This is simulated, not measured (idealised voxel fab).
process module | voxel capacitor over wiring
cross-section cut | 250 nm wide | cells 5 nm
A cross-section is a grid of square cells, given in bands from the top down. A band is one or more rows of cells.
Each band's line starts with the height of the band's top and of its bottom, in nm. Then come its materials from left to right, each with its width in nm. One material with "throughout" fills the band from edge to edge. "air" is empty space.
Height 0 is the level under which the wafer as received is all one material. The lowest band goes on downwards, as in "0 down".
A width such as "30 to 40" changes by the same amount from each row of cells to the next, from the band's top row to its bottom row.
"no change" after a step means that no cell of the cross-section changed.
closed voids: empty space of 8 cells or more with no open way to the top, each as width x height at its distance from the left edge, in nm
after a step's settings: what the simulator itself notes on the step
overlay nm, on a step with a mask: how far to the right of its planned place the mask lay; to the left if negative
plan
1 op RECEIVE | material Si
2 op CONFORMAL_DEP | material SiO2 | thk nm 15
3 op DIRECTIONAL_DEP | material TiN | thk nm 5
4 op DIRECTIONAL_DEP | material W | thk nm 15
5 op MASKED_ETCH | tone cover | mask id METAL_1 | width nm 25 | pitch nm 75 | etch materials W | depth nm 15 | overlay nm 0
6 op MASKED_ETCH | tone cover | mask id METAL_1 | width nm 25 | pitch nm 75 | etch materials TiN | depth nm 5 | overlay nm 0
7 op FILL_DEP | material lowk | thk nm 10
8 op CMP | height nm 35
9 op CONFORMAL_DEP | material SiCN | thk nm 5
10 op DIRECTIONAL_DEP | material SiO2 | thk nm 15
11 op DIRECTIONAL_DEP | material aC | thk nm 15
12 op PATTERN | tone open | mask id PLUG_1 | material resist | width nm 15 | thk nm 30 | overlay nm 0
13 op DIRECTIONAL_ETCH | etch materials aC | depth nm 15
14 op STRIP | etch materials resist
15 op DIRECTIONAL_ETCH | etch materials SiO2 | depth nm 15
16 op DIRECTIONAL_ETCH | etch materials SiCN | depth nm 5
17 op STRIP | etch materials aC
18 op CONFORMAL_DEP | material TiN | thk nm 5
19 op FILL_DEP | material Cu | thk nm 10
20 op CMP | height nm 55
21 op DIRECTIONAL_DEP | material TiN | thk nm 5
22 op DIRECTIONAL_DEP | material Al2O3 | thk nm 5
23 op DIRECTIONAL_DEP | material TiN | thk nm 10
24 op DIRECTIONAL_DEP | material aC | thk nm 10
25 op PATTERN | tone cover | mask id UPPER_PLATE | material resist | width nm 55 | thk nm 30 | overlay nm 0
26 op DIRECTIONAL_ETCH | etch materials aC | depth nm 10
27 op STRIP | etch materials resist
28 op DIRECTIONAL_ETCH | etch materials TiN | depth nm 10
29 op DIRECTIONAL_ETCH | etch materials Al2O3 | depth nm 5
30 op STRIP | etch materials aC
31 op DIRECTIONAL_DEP | material aC | thk nm 15
32 op PATTERN | tone cover | mask id LOWER_PLATE | material resist | width nm 65 | thk nm 30 | overlay nm 0
33 op DIRECTIONAL_ETCH | etch materials aC | depth nm 15
34 op STRIP | etch materials resist
35 op DIRECTIONAL_ETCH | etch materials TiN | depth nm 5
36 op STRIP | etch materials aC
37 op FILL_DEP | material SiO2 | thk nm 20
38 op CMP | height nm 90
39 op DIRECTIONAL_DEP | material aC | thk nm 10
40 op PATTERN | tone open | mask id PLUG_2 | material resist | width nm 15 | thk nm 30 | overlay nm 0
41 op DIRECTIONAL_ETCH | etch materials aC | depth nm 10
42 op STRIP | etch materials resist
43 op DIRECTIONAL_ETCH | etch materials SiO2 | depth nm 15
44 op STRIP | etch materials aC
45 op CONFORMAL_DEP | material TiN | thk nm 5
46 op FILL_DEP | material W | thk nm 5
47 op CMP | height nm 90
48 op CONFORMAL_DEP | material SiCN | thk nm 5
first wafer, as planned
as received, after step 1
  0 down: Si throughout
  closed voids: none
after step 2
  15 to 0: SiO2 throughout
  below 0: unchanged
after step 3
  20 to 15: TiN throughout
  below 15: unchanged
after step 4
  35 to 20: W throughout
  below 20: unchanged
after step 5
  35 to 20: air 75 | W 25 | air 50 | W 25 | air 75
  below 20: unchanged
after step 6
  35 to 20: air 75 | W 25 | air 50 | W 25 | air 75
  20 to 15: air 75 | TiN 25 | air 50 | TiN 25 | air 75
  below 15: unchanged
after step 7
  45 to 35: lowk throughout
  35 to 20: lowk 75 | W 25 | lowk 50 | W 25 | lowk 75
  20 to 15: lowk 75 | TiN 25 | lowk 50 | TiN 25 | lowk 75
  below 15: unchanged
after step 8
  35 to 20: lowk 75 | W 25 | lowk 50 | W 25 | lowk 75
  below 20: unchanged
after step 9
  40 to 35: SiCN throughout
  below 35: unchanged
after step 10
  55 to 40: SiO2 throughout
  below 40: unchanged
after step 11
  70 to 55: aC throughout
  below 55: unchanged
after step 12
  100 to 70: resist 85 | air 15 | resist 150
  below 70: unchanged
after step 13
  85 to 70: resist 85 | air 15 | resist 150
  70 to 55: aC 85 | air 15 | aC 150
  below 55: unchanged
after step 14
  70 to 55: aC 85 | air 15 | aC 150
  below 55: unchanged
after step 15
  70 to 55: aC 85 | air 15 | aC 150
  55 to 40: SiO2 85 | air 15 | SiO2 150
  below 40: unchanged
after step 16
  70 to 55: aC 85 | air 15 | aC 150
  55 to 40: SiO2 85 | air 15 | SiO2 150
  40 to 35: SiCN 85 | air 15 | SiCN 150
  below 35: unchanged
after step 17
  55 to 40: SiO2 85 | air 15 | SiO2 150
  below 40: unchanged
after step 18
  60 to 55: TiN 90 | air 5 | TiN 155
  55 to 40: SiO2 85 | TiN 5 | air 5 | TiN 5 | SiO2 150
  40 to 35: SiCN 85 | TiN 15 | SiCN 150
  below 35: unchanged
after step 19
  70 to 60: Cu throughout
  60 to 55: TiN 90 | Cu 5 | TiN 155
  55 to 40: SiO2 85 | TiN 5 | Cu 5 | TiN 5 | SiO2 150
  below 40: unchanged
after step 20
  55 to 40: SiO2 85 | TiN 5 | Cu 5 | TiN 5 | SiO2 150
  below 40: unchanged
after step 21
  60 to 55: TiN throughout
  below 55: unchanged
after step 22
  65 to 60: Al2O3 throughout
  below 60: unchanged
after step 23
  75 to 65: TiN throughout
  below 65: unchanged
after step 24
  85 to 75: aC throughout
  below 75: unchanged
after step 25
  115 to 85: air 85 | resist 55 | air 110
  below 85: unchanged
after step 26
  105 to 85: air 85 | resist 55 | air 110
  85 to 75: air 85 | aC 55 | air 110
  below 75: unchanged
after step 27
  85 to 75: air 85 | aC 55 | air 110
  below 75: unchanged
after step 28
  85 to 75: air 85 | aC 55 | air 110
  75 to 65: air 85 | TiN 55 | air 110
  below 65: unchanged
after step 29
  85 to 75: air 85 | aC 55 | air 110
  75 to 65: air 85 | TiN 55 | air 110
  65 to 60: air 85 | Al2O3 55 | air 110
  below 60: unchanged
after step 30
  75 to 65: air 85 | TiN 55 | air 110
  below 65: unchanged
after step 31
  90 to 75: air 85 | aC 55 | air 110
  75 to 65: aC 85 | TiN 55 | aC 110
  65 to 60: aC 85 | Al2O3 55 | aC 110
  below 60: unchanged
after step 32
  120 to 90: air 80 | resist 65 | air 105
  90 to 75: air 80 | resist 5 | aC 55 | resist 5 | air 105
  below 75: unchanged
after step 33
  105 to 90: air 80 | resist 65 | air 105
  90 to 75: air 80 | resist 5 | aC 55 | resist 5 | air 105
  75 to 65: air 80 | aC 5 | TiN 55 | aC 5 | air 105
  65 to 60: air 80 | aC 5 | Al2O3 55 | aC 5 | air 105
  below 60: unchanged
after step 34
  90 to 75: air 85 | aC 55 | air 110
  below 75: unchanged
after step 35
  90 to 75: air 85 | aC 55 | air 110
  75 to 65: air 80 | aC 5 | TiN 55 | aC 5 | air 105
  65 to 60: air 80 | aC 5 | Al2O3 55 | aC 5 | air 105
  60 to 55: air 80 | TiN 65 | air 105
  below 55: unchanged
after step 36
  75 to 65: air 85 | TiN 55 | air 110
  65 to 60: air 85 | Al2O3 55 | air 110
  below 60: unchanged
after step 37
  95 to 75: SiO2 throughout
  75 to 65: SiO2 85 | TiN 55 | SiO2 110
  65 to 60: SiO2 85 | Al2O3 55 | SiO2 110
  60 to 55: SiO2 80 | TiN 65 | SiO2 105
  below 55: unchanged
after step 38
  90 to 75: SiO2 throughout
  below 75: unchanged
after step 39
  100 to 90: aC throughout
  below 90: unchanged
after step 40
  130 to 100: resist 95 | air 15 | resist 140
  below 100: unchanged
after step 41
  120 to 100: resist 95 | air 15 | resist 140
  100 to 90: aC 95 | air 15 | aC 140
  below 90: unchanged
after step 42
  100 to 90: aC 95 | air 15 | aC 140
  below 90: unchanged
after step 43
  100 to 90: aC 95 | air 15 | aC 140
  90 to 75: SiO2 95 | air 15 | SiO2 140
  below 75: unchanged
after step 44
  90 to 75: SiO2 95 | air 15 | SiO2 140
  below 75: unchanged
after step 45
  95 to 90: TiN 100 | air 5 | TiN 145
  90 to 80: SiO2 95 | TiN 5 | air 5 | TiN 5 | SiO2 140
  80 to 75: SiO2 95 | TiN 15 | SiO2 140
  below 75: unchanged
after step 46
  100 to 95: W throughout
  95 to 90: TiN 100 | W 5 | TiN 145
  90 to 80: SiO2 95 | TiN 5 | W 5 | TiN 5 | SiO2 140
  below 80: unchanged
after step 47
  90 to 80: SiO2 95 | TiN 5 | W 5 | TiN 5 | SiO2 140
  below 80: unchanged
after step 48
  95 to 90: SiCN throughout
  below 90: unchanged
second wafer: like start, like plan, one mistake. Through step 2 it matches the first wafer
when step 3 should have ended
  30 to 15: W throughout
  below 15: unchanged
when step 4 should have ended
  35 to 30: TiN throughout
  below 30: unchanged
when step 5 should have ended: no change
when step 6 should have ended
  35 to 30: air 75 | TiN 25 | air 50 | TiN 25 | air 75
  below 30: unchanged
when step 7 should have ended
  45 to 35: lowk throughout
  35 to 30: lowk 75 | TiN 25 | lowk 50 | TiN 25 | lowk 75
  below 30: unchanged
when step 8 should have ended
  35 to 30: lowk 75 | TiN 25 | lowk 50 | TiN 25 | lowk 75
  below 30: unchanged
when step 9 should have ended
  40 to 35: SiCN throughout
  below 35: unchanged
when step 10 should have ended
  55 to 40: SiO2 throughout
  below 40: unchanged
when step 11 should have ended
  70 to 55: aC throughout
  below 55: unchanged
when step 12 should have ended
  100 to 70: resist 85 | air 15 | resist 150
  below 70: unchanged
when step 13 should have ended
  85 to 70: resist 85 | air 15 | resist 150
  70 to 55: aC 85 | air 15 | aC 150
  below 55: unchanged
when step 14 should have ended
  70 to 55: aC 85 | air 15 | aC 150
  below 55: unchanged
when step 15 should have ended
  70 to 55: aC 85 | air 15 | aC 150
  55 to 40: SiO2 85 | air 15 | SiO2 150
  below 40: unchanged
when step 16 should have ended
  70 to 55: aC 85 | air 15 | aC 150
  55 to 40: SiO2 85 | air 15 | SiO2 150
  40 to 35: SiCN 85 | air 15 | SiCN 150
  below 35: unchanged
when step 17 should have ended
  55 to 40: SiO2 85 | air 15 | SiO2 150
  below 40: unchanged
when step 18 should have ended
  60 to 55: TiN 90 | air 5 | TiN 155
  55 to 40: SiO2 85 | TiN 5 | air 5 | TiN 5 | SiO2 150
  40 to 35: SiCN 85 | TiN 15 | SiCN 150
  below 35: unchanged
when step 19 should have ended
  70 to 60: Cu throughout
  60 to 55: TiN 90 | Cu 5 | TiN 155
  55 to 40: SiO2 85 | TiN 5 | Cu 5 | TiN 5 | SiO2 150
  below 40: unchanged
when step 20 should have ended
  55 to 40: SiO2 85 | TiN 5 | Cu 5 | TiN 5 | SiO2 150
  below 40: unchanged
when step 21 should have ended
  60 to 55: TiN throughout
  below 55: unchanged
when step 22 should have ended
  65 to 60: Al2O3 throughout
  below 60: unchanged
when step 23 should have ended
  75 to 65: TiN throughout
  below 65: unchanged
when step 24 should have ended
  85 to 75: aC throughout
  below 75: unchanged
when step 25 should have ended
  115 to 85: air 85 | resist 55 | air 110
  below 85: unchanged
when step 26 should have ended
  105 to 85: air 85 | resist 55 | air 110
  85 to 75: air 85 | aC 55 | air 110
  below 75: unchanged
when step 27 should have ended
  85 to 75: air 85 | aC 55 | air 110
  below 75: unchanged
when step 28 should have ended
  85 to 75: air 85 | aC 55 | air 110
  75 to 65: air 85 | TiN 55 | air 110
  below 65: unchanged
when step 29 should have ended
  85 to 75: air 85 | aC 55 | air 110
  75 to 65: air 85 | TiN 55 | air 110
  65 to 60: air 85 | Al2O3 55 | air 110
  below 60: unchanged
when step 30 should have ended
  75 to 65: air 85 | TiN 55 | air 110
  below 65: unchanged
when step 31 should have ended
  90 to 75: air 85 | aC 55 | air 110
  75 to 65: aC 85 | TiN 55 | aC 110
  65 to 60: aC 85 | Al2O3 55 | aC 110
  below 60: unchanged
when step 32 should have ended
  120 to 90: air 80 | resist 65 | air 105
  90 to 75: air 80 | resist 5 | aC 55 | resist 5 | air 105
  below 75: unchanged
when step 33 should have ended
  105 to 90: air 80 | resist 65 | air 105
  90 to 75: air 80 | resist 5 | aC 55 | resist 5 | air 105
  75 to 65: air 80 | aC 5 | TiN 55 | aC 5 | air 105
  65 to 60: air 80 | aC 5 | Al2O3 55 | aC 5 | air 105
  below 60: unchanged
when step 34 should have ended
  90 to 75: air 85 | aC 55 | air 110
  below 75: unchanged
when step 35 should have ended
  90 to 75: air 85 | aC 55 | air 110
  75 to 65: air 80 | aC 5 | TiN 55 | aC 5 | air 105
  65 to 60: air 80 | aC 5 | Al2O3 55 | aC 5 | air 105
  60 to 55: air 80 | TiN 65 | air 105
  below 55: unchanged
when step 36 should have ended
  75 to 65: air 85 | TiN 55 | air 110
  65 to 60: air 85 | Al2O3 55 | air 110
  below 60: unchanged
when step 37 should have ended
  95 to 75: SiO2 throughout
  75 to 65: SiO2 85 | TiN 55 | SiO2 110
  65 to 60: SiO2 85 | Al2O3 55 | SiO2 110
  60 to 55: SiO2 80 | TiN 65 | SiO2 105
  below 55: unchanged
when step 38 should have ended
  90 to 75: SiO2 throughout
  below 75: unchanged
when step 39 should have ended
  100 to 90: aC throughout
  below 90: unchanged
when step 40 should have ended
  130 to 100: resist 95 | air 15 | resist 140
  below 100: unchanged
when step 41 should have ended
  120 to 100: resist 95 | air 15 | resist 140
  100 to 90: aC 95 | air 15 | aC 140
  below 90: unchanged
when step 42 should have ended
  100 to 90: aC 95 | air 15 | aC 140
  below 90: unchanged
when step 43 should have ended
  100 to 90: aC 95 | air 15 | aC 140
  90 to 75: SiO2 95 | air 15 | SiO2 140
  below 75: unchanged
when step 44 should have ended
  90 to 75: SiO2 95 | air 15 | SiO2 140
  below 75: unchanged
when step 45 should have ended
  95 to 90: TiN 100 | air 5 | TiN 145
  90 to 80: SiO2 95 | TiN 5 | air 5 | TiN 5 | SiO2 140
  80 to 75: SiO2 95 | TiN 15 | SiO2 140
  below 75: unchanged
when step 46 should have ended
  100 to 95: W throughout
  95 to 90: TiN 100 | W 5 | TiN 145
  90 to 80: SiO2 95 | TiN 5 | W 5 | TiN 5 | SiO2 140
  below 80: unchanged
when step 47 should have ended
  90 to 80: SiO2 95 | TiN 5 | W 5 | TiN 5 | SiO2 140
  below 80: unchanged
when step 48 should have ended
  95 to 90: SiCN throughout
  below 90: unchanged
what went wrong: steps 3 and 4 were swapped
at the end the second wafer has, in cells: 120 more of W | 120 fewer of lowk
